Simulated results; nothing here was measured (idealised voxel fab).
Process module in this document: voxel quadruple lines
The figure presents cross-section cut, which has a width of 240 nm and is divided into square cells with an edge length of 5 nm.
Cross-section spec: square-cell grid; bands listed top down; each band is one or more rows. Band: top and bottom heights (nm) first, top before bottom; then materials from left to right, widths in nm. "everywhere" marks a sole material filling the band edge to edge. "empty" denotes empty space. Heights are measured from 0, the level below which the as-received wafer is all one material; the lowest band has no bottom and continues downward, written as in "0 nm and below". Note: "30 to 40" means the width goes from the first number (top row of the band) to the second number (bottom row) in equal steps per row of cells. "nothing changed", as given for a step, is the statement that not any cell of the cross-section underwent a change during that step. So "Closed void table" is basically the list of trapped voids: any empty space of 8 cells or more that can't reach the top through an opening. They're written width x height at distance, the distance being from the left edge, and it's all nm. On a step's line, text after the settings is the simulator commenting on that step. "overlay nm" answers the question of how far to the right of plan the mask lay on a step that has a mask, and when it is negative the answer is to the left.

THE PLANNED PROCESS STEPS ARE ENUMERATED HEREUNDER
1: RECEIVE: material Si
2: CONFORMAL_DEP: material SiO2, thk nm 5
3: DIRECTIONAL_DEP: material W, thk nm 10
4: DIRECTIONAL_DEP: material polySi, thk nm 15
5: DIRECTIONAL_DEP: material aC, thk nm 20
6: PATTERN: tone cover, mask id MANDREL, material resist, width nm 25, pitch nm 80, thk nm 30, overlay nm 0
7: DIRECTIONAL_ETCH: etch materials aC, depth nm 20
8: STRIP: etch materials resist
9: CONFORMAL_DEP: material SiO2, thk nm 15
10: DIRECTIONAL_ETCH: etch materials SiO2, depth nm 15
11: STRIP: etch materials aC
12: DIRECTIONAL_ETCH: etch materials polySi, depth nm 15
13: STRIP: etch materials SiO2
14: CONFORMAL_DEP: material SiN, thk nm 5
15: DIRECTIONAL_ETCH: etch materials SiN, depth nm 5
16: STRIP: etch materials polySi
17: DIRECTIONAL_ETCH: etch materials W, depth nm 10
18: STRIP: etch materials SiN

CONCERNING THE FIRST OF TWO WAFERS, WHICH WAS RUN IN ACCORDANCE WITH THE PLAN

WAFER AT RECEIPT (POST STEP 1), CROSS-SECTION
* 0 nm and below = Si everywhere
* Closed void table: none

YOU'RE LOOKING AT A CROSS-SECTION OF THE WAFER AFTER STEP 2
* 5 nm to 0 nm = SiO2 everywhere
* Below a height of 0, the structure has not been altered.

YOU'RE LOOKING AT A CROSS-SECTION OF THE WAFER AFTER STEP 3
* 15 nm to 5 nm = W everywhere
* Below a height of 5, the structure has not been altered.

YOU'RE LOOKING AT A CROSS-SECTION OF THE WAFER AFTER STEP 4
* 30 nm to 15 nm = polySi everywhere
* Below a height of 15, the structure has not been altered.

YOU'RE LOOKING AT A CROSS-SECTION OF THE WAFER AFTER STEP 5
* 50 nm to 30 nm = aC everywhere
* Below a height of 30, the structure has not been altered.

YOU'RE LOOKING AT A CROSS-SECTION OF THE WAFER AFTER STEP 6
* 80 nm to 50 nm = empty=65 | resist=25 | empty=55 | resist=25 | empty=70
* Below a height of 50, the structure has not been altered.

YOU'RE LOOKING AT A CROSS-SECTION OF THE WAFER AFTER STEP 7
* 60 nm to 50 nm = empty=65 | resist=25 | empty=55 | resist=25 | empty=70
* 50 nm to 30 nm = empty=65 | aC=25 | empty=55 | aC=25 | empty=70
* Below a height of 30, the structure has not been altered.

YOU'RE LOOKING AT A CROSS-SECTION OF THE WAFER AFTER STEP 8
* 50 nm to 30 nm = empty=65 | aC=25 | empty=55 | aC=25 | empty=70
* Below a height of 30, the structure has not been altered.

YOU'RE LOOKING AT A CROSS-SECTION OF THE WAFER AFTER STEP 9
* 65 nm to 50 nm = empty=50 | SiO2=55 | empty=25 | SiO2=55 | empty=55
* 50 nm to 45 nm = empty=50 | SiO2=15 | aC=25 | SiO2=15 | empty=25 | SiO2=15 | aC=25 | SiO2=15 | empty=55
* 45 nm to 30 nm = SiO2=65 | aC=25 | SiO2=55 | aC=25 | SiO2=70
* Below a height of 30, the structure has not been altered.

YOU'RE LOOKING AT A CROSS-SECTION OF THE WAFER AFTER STEP 10
* 50 nm to 30 nm = empty=50 | SiO2=15 | aC=25 | SiO2=15 | empty=25 | SiO2=15 | aC=25 | SiO2=15 | empty=55
* Below a height of 30, the structure has not been altered.

YOU'RE LOOKING AT A CROSS-SECTION OF THE WAFER AFTER STEP 11
* 50 nm to 30 nm = empty=50 | SiO2=15 | empty=25 | SiO2=15 | empty=25 | SiO2=15 | empty=25 | SiO2=15 | empty=55
* Below a height of 30, the structure has not been altered.

YOU'RE LOOKING AT A CROSS-SECTION OF THE WAFER AFTER STEP 12
* 50 nm to 30 nm = empty=50 | SiO2=15 | empty=25 | SiO2=15 | empty=25 | SiO2=15 | empty=25 | SiO2=15 | empty=55
* 30 nm to 15 nm = empty=50 | polySi=15 | empty=25 | polySi=15 | empty=25 | polySi=15 | empty=25 | polySi=15 | empty=55
* Below a height of 15, the structure has not been altered.

YOU'RE LOOKING AT A CROSS-SECTION OF THE WAFER AFTER STEP 13
* 30 nm to 15 nm = empty=50 | polySi=15 | empty=25 | polySi=15 | empty=25 | polySi=15 | empty=25 | polySi=15 | empty=55
* Below a height of 15, the structure has not been altered.

YOU'RE LOOKING AT A CROSS-SECTION OF THE WAFER AFTER STEP 14
* 35 nm to 30 nm = empty=45 | SiN=25 | empty=15 | SiN=25 | empty=15 | SiN=25 | empty=15 | SiN=25 | empty=50
* 30 nm to 20 nm = empty=45 | SiN=5 | polySi=15 | SiN=5 | empty=15 | SiN=5 | polySi=15 | SiN=5 | empty=15 | SiN=5 | polySi=15 | SiN=5 | empty=15 | SiN=5 | polySi=15 | SiN=5 | empty=50
* 20 nm to 15 nm = SiN=50 | polySi=15 | SiN=25 | polySi=15 | SiN=25 | polySi=15 | SiN=25 | polySi=15 | SiN=55
* Below a height of 15, the structure has not been altered.

YOU'RE LOOKING AT A CROSS-SECTION OF THE WAFER AFTER STEP 15
* 30 nm to 15 nm = empty=45 | SiN=5 | polySi=15 | SiN=5 | empty=15 | SiN=5 | polySi=15 | SiN=5 | empty=15 | SiN=5 | polySi=15 | SiN=5 | empty=15 | SiN=5 | polySi=15 | SiN=5 | empty=50
* Below a height of 15, the structure has not been altered.

YOU'RE LOOKING AT A CROSS-SECTION OF THE WAFER AFTER STEP 16
* 30 nm to 15 nm = empty=45 | SiN=5 | empty=15 | SiN=5 | empty=15 | SiN=5 | empty=15 | SiN=5 | empty=15 | SiN=5 | empty=15 | SiN=5 | empty=15 | SiN=5 | empty=15 | SiN=5 | empty=50
* Below a height of 15, the structure has not been altered.

YOU'RE LOOKING AT A CROSS-SECTION OF THE WAFER AFTER STEP 17
* 30 nm to 15 nm = empty=45 | SiN=5 | empty=15 | SiN=5 | empty=15 | SiN=5 | empty=15 | SiN=5 | empty=15 | SiN=5 | empty=15 | SiN=5 | empty=15 | SiN=5 | empty=15 | SiN=5 | empty=50
* 15 nm to 5 nm = empty=45 | W=5 | empty=15 | W=5 | empty=15 | W=5 | empty=15 | W=5 | empty=15 | W=5 | empty=15 | W=5 | empty=15 | W=5 | empty=15 | W=5 | empty=50
* Below a height of 5, the structure has not been altered.

YOU'RE LOOKING AT A CROSS-SECTION OF THE WAFER AFTER STEP 18
* 15 nm to 5 nm = empty=45 | W=5 | empty=15 | W=5 | empty=15 | W=5 | empty=15 | W=5 | empty=15 | W=5 | empty=15 | W=5 | empty=15 | W=5 | empty=15 | W=5 | empty=50
* Below a height of 5, the structure has not been altered.

NOW THE OTHER WAFER: SAME START, SAME RECIPE, BUT WE MESSED UP ONE THING WHEN RUNNING IT. UP TO AND INCLUDING STEP 1 IT'S THE SAME AS THE FIRST ONE

Cross-section of the second wafer corresponding to the planned conclusion of step 2: nothing changed

CROSS-SECTION OF THE SECOND WAFER CORRESPONDING TO THE PLANNED CONCLUSION OF STEP 3
* 10 nm to 0 nm = W everywhere
* Below a height of 0, the structure has not been altered.

CROSS-SECTION OF THE SECOND WAFER CORRESPONDING TO THE PLANNED CONCLUSION OF STEP 4
* 25 nm to 10 nm = polySi everywhere
* Below a height of 10, the structure has not been altered.

CROSS-SECTION OF THE SECOND WAFER CORRESPONDING TO THE PLANNED CONCLUSION OF STEP 5
* 45 nm to 25 nm = aC everywhere
* Below a height of 25, the structure has not been altered.

CROSS-SECTION OF THE SECOND WAFER CORRESPONDING TO THE PLANNED CONCLUSION OF STEP 6
* 75 nm to 45 nm = empty=65 | resist=25 | empty=55 | resist=25 | empty=70
* Below a height of 45, the structure has not been altered.

CROSS-SECTION OF THE SECOND WAFER CORRESPONDING TO THE PLANNED CONCLUSION OF STEP 7
* 55 nm to 45 nm = empty=65 | resist=25 | empty=55 | resist=25 | empty=70
* 45 nm to 25 nm = empty=65 | aC=25 | empty=55 | aC=25 | empty=70
* Below a height of 25, the structure has not been altered.

CROSS-SECTION OF THE SECOND WAFER CORRESPONDING TO THE PLANNED CONCLUSION OF STEP 8
* 45 nm to 25 nm = empty=65 | aC=25 | empty=55 | aC=25 | empty=70
* Below a height of 25, the structure has not been altered.

CROSS-SECTION OF THE SECOND WAFER CORRESPONDING TO THE PLANNED CONCLUSION OF STEP 9
* 60 nm to 45 nm = empty=50 | SiO2=55 | empty=25 | SiO2=55 | empty=55
* 45 nm to 40 nm = empty=50 | SiO2=15 | aC=25 | SiO2=15 | empty=25 | SiO2=15 | aC=25 | SiO2=15 | empty=55
* 40 nm to 25 nm = SiO2=65 | aC=25 | SiO2=55 | aC=25 | SiO2=70
* Below a height of 25, the structure has not been altered.

CROSS-SECTION OF THE SECOND WAFER CORRESPONDING TO THE PLANNED CONCLUSION OF STEP 10
* 45 nm to 25 nm = empty=50 | SiO2=15 | aC=25 | SiO2=15 | empty=25 | SiO2=15 | aC=25 | SiO2=15 | empty=55
* Below a height of 25, the structure has not been altered.

CROSS-SECTION OF THE SECOND WAFER CORRESPONDING TO THE PLANNED CONCLUSION OF STEP 11
* 45 nm to 25 nm = empty=50 | SiO2=15 | empty=25 | SiO2=15 | empty=25 | SiO2=15 | empty=25 | SiO2=15 | empty=55
* Below a height of 25, the structure has not been altered.

CROSS-SECTION OF THE SECOND WAFER CORRESPONDING TO THE PLANNED CONCLUSION OF STEP 12
* 45 nm to 25 nm = empty=50 | SiO2=15 | empty=25 | SiO2=15 | empty=25 | SiO2=15 | empty=25 | SiO2=15 | empty=55
* 25 nm to 10 nm = empty=50 | polySi=15 | empty=25 | polySi=15 | empty=25 | polySi=15 | empty=25 | polySi=15 | empty=55
* Below a height of 10, the structure has not been altered.

CROSS-SECTION OF THE SECOND WAFER CORRESPONDING TO THE PLANNED CONCLUSION OF STEP 13
* 25 nm to 10 nm = empty=50 | polySi=15 | empty=25 | polySi=15 | empty=25 | polySi=15 | empty=25 | polySi=15 | empty=55
* Below a height of 10, the structure has not been altered.

CROSS-SECTION OF THE SECOND WAFER CORRESPONDING TO THE PLANNED CONCLUSION OF STEP 14
* 30 nm to 25 nm = empty=45 | SiN=25 | empty=15 | SiN=25 | empty=15 | SiN=25 | empty=15 | SiN=25 | empty=50
* 25 nm to 15 nm = empty=45 | SiN=5 | polySi=15 | SiN=5 | empty=15 | SiN=5 | polySi=15 | SiN=5 | empty=15 | SiN=5 | polySi=15 | SiN=5 | empty=15 | SiN=5 | polySi=15 | SiN=5 | empty=50
* 15 nm to 10 nm = SiN=50 | polySi=15 | SiN=25 | polySi=15 | SiN=25 | polySi=15 | SiN=25 | polySi=15 | SiN=55
* Below a height of 10, the structure has not been altered.

CROSS-SECTION OF THE SECOND WAFER CORRESPONDING TO THE PLANNED CONCLUSION OF STEP 15
* 25 nm to 10 nm = empty=45 | SiN=5 | polySi=15 | SiN=5 | empty=15 | SiN=5 | polySi=15 | SiN=5 | empty=15 | SiN=5 | polySi=15 | SiN=5 | empty=15 | SiN=5 | polySi=15 | SiN=5 | empty=50
* Below a height of 10, the structure has not been altered.

CROSS-SECTION OF THE SECOND WAFER CORRESPONDING TO THE PLANNED CONCLUSION OF STEP 16
* 25 nm to 10 nm = empty=45 | SiN=5 | empty=15 | SiN=5 | empty=15 | SiN=5 | empty=15 | SiN=5 | empty=15 | SiN=5 | empty=15 | SiN=5 | empty=15 | SiN=5 | empty=15 | SiN=5 | empty=50
* Below a height of 10, the structure has not been altered.

CROSS-SECTION OF THE SECOND WAFER CORRESPONDING TO THE PLANNED CONCLUSION OF STEP 17
* 25 nm to 10 nm = empty=45 | SiN=5 | empty=15 | SiN=5 | empty=15 | SiN=5 | empty=15 | SiN=5 | empty=15 | SiN=5 | empty=15 | SiN=5 | empty=15 | SiN=5 | empty=15 | SiN=5 | empty=50
* 10 nm to 0 nm = empty=45 | W=5 | empty=15 | W=5 | empty=15 | W=5 | empty=15 | W=5 | empty=15 | W=5 | empty=15 | W=5 | empty=15 | W=5 | empty=15 | W=5 | empty=50
* Below a height of 0, the structure has not been altered.

CROSS-SECTION OF THE SECOND WAFER CORRESPONDING TO THE PLANNED CONCLUSION OF STEP 18
* 10 nm to 0 nm = empty=45 | W=5 | empty=15 | W=5 | empty=15 | W=5 | empty=15 | W=5 | empty=15 | W=5 | empty=15 | W=5 | empty=15 | W=5 | empty=15 | W=5 | empty=50
* Below a height of 0, the structure has not been altered.
So what did we get wrong on this run? step 2 of the plan was excluded from execution and never run
Looking at both finished wafers in cells, the second ends up ahead of or behind the first on some materials: SiO2: 48 fewer
